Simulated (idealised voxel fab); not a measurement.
Module name: voxel trench capacitor (process module)
Cross-section cut spans 280 nm and uses square cells 5 nm in size.
Each cross-section below is a grid of square cells, stated as bands in top-down order, with one or more rows of cells making up each band. A band entry consists of two parts. The first gives the height of the band's top and the height of its bottom, in nm. The rest lists the band's materials from left to right, each with its width in nm. A single material labelled with the word "everywhere" fills the band from edge to edge, and the word "empty" marks empty space. Note: height 0 marks the level under which the wafer is uniformly one material as received. Lowest band unbounded below, written "0 -> down". Read "30..40" as a graded width: first number on top, second number at the bottom, same change between each pair of neighbouring rows. No cell of the cross-section changed in a step that is given as "same as before". Listed in "Enclosed internal voids": every empty space of 8 or more cells without an open way to the top. Form: width x height at distance, the distance being from the left edge, all in nm. The remark found on a step's line after its settings is issued by the simulator itself and pertains to that step. "overlay nm", when on a step's line for a step with a mask, measures how far to the right of its planned place the mask lay; a negative measure means to the left.

# The following list gives the planned process steps
1,RECEIVE [material Si]
2,CONFORMAL_DEP [material SiN] [thk nm 10]
3,DIRECTIONAL_DEP [material aC] [thk nm 15]
4,PATTERN [tone open] [mask id TRENCH] [material resist] [width nm 30] [pitch nm 45] [thk nm 35] [overlay nm 0]
5,DIRECTIONAL_ETCH [etch materials aC] [depth nm 15]
6,STRIP [etch materials resist]
7,DIRECTIONAL_ETCH [etch materials SiN] [depth nm 10]
8,DIRECTIONAL_ETCH [etch materials Si] [depth nm 30]
9,STRIP [etch materials aC]
10,CONFORMAL_DEP [material HfO2] [thk nm 5]
11,CONFORMAL_DEP [material TiN] [thk nm 5]
12,FILL_DEP [material W] [thk nm 10]
13,CMP [height nm 10]

# as received, after step 1
    0 -> down  Si everywhere
    Enclosed internal voids: none

# The first of the two wafers as seen in cross-section once the module was finished; processing followed the plan
    10 -> 0  SiN 100 | HfO2 5 | TiN 5 | W 10 | TiN 5 | HfO2 5 | SiN 15 | HfO2 5 | TiN 5 | W 10 | TiN 5 | HfO2 5 | SiN 105
    0 -> -20  Si 100 | HfO2 5 | TiN 5 | W 10 | TiN 5 | HfO2 5 | Si 15 | HfO2 5 | TiN 5 | W 10 | TiN 5 | HfO2 5 | Si 105
    -20 -> -25  Si 100 | HfO2 5 | TiN 20 | HfO2 5 | Si 15 | HfO2 5 | TiN 20 | HfO2 5 | Si 105
    -25 -> -30  Si 100 | HfO2 30 | Si 15 | HfO2 30 | Si 105
    -30 -> down  Si everywhere
    Enclosed internal voids: none

# End of module, second wafer, cross-section. Started like the first, planned like the first, run with one mistake
    30 -> 20  W everywhere
    20 -> 15  TiN 110 | W 10 | TiN 35 | W 10 | TiN 115
    15 -> 10  HfO2 105 | TiN 5 | W 10 | TiN 5 | HfO2 25 | TiN 5 | W 10 | TiN 5 | HfO2 110
    10 -> 0  SiN 100 | HfO2 5 | TiN 5 | W 10 | TiN 5 | HfO2 5 | SiN 15 | HfO2 5 | TiN 5 | W 10 | TiN 5 | HfO2 5 | SiN 105
    0 -> -20  Si 100 | HfO2 5 | TiN 5 | W 10 | TiN 5 | HfO2 5 | Si 15 | HfO2 5 | TiN 5 | W 10 | TiN 5 | HfO2 5 | Si 105
    -20 -> -25  Si 100 | HfO2 5 | TiN 20 | HfO2 5 | Si 15 | HfO2 5 | TiN 20 | HfO2 5 | Si 105
    -25 -> -30  Si 100 | HfO2 30 | Si 15 | HfO2 30 | Si 105
    -30 -> down  Si everywhere
    Enclosed internal voids: none
Misprocessing identified: step 13 of the plan was omitted and not executed
Upon completion, the second wafer contains, in terms of cells, a greater or smaller amount of certain materials than the first wafer: HfO2 +48; TiN +56; W +120
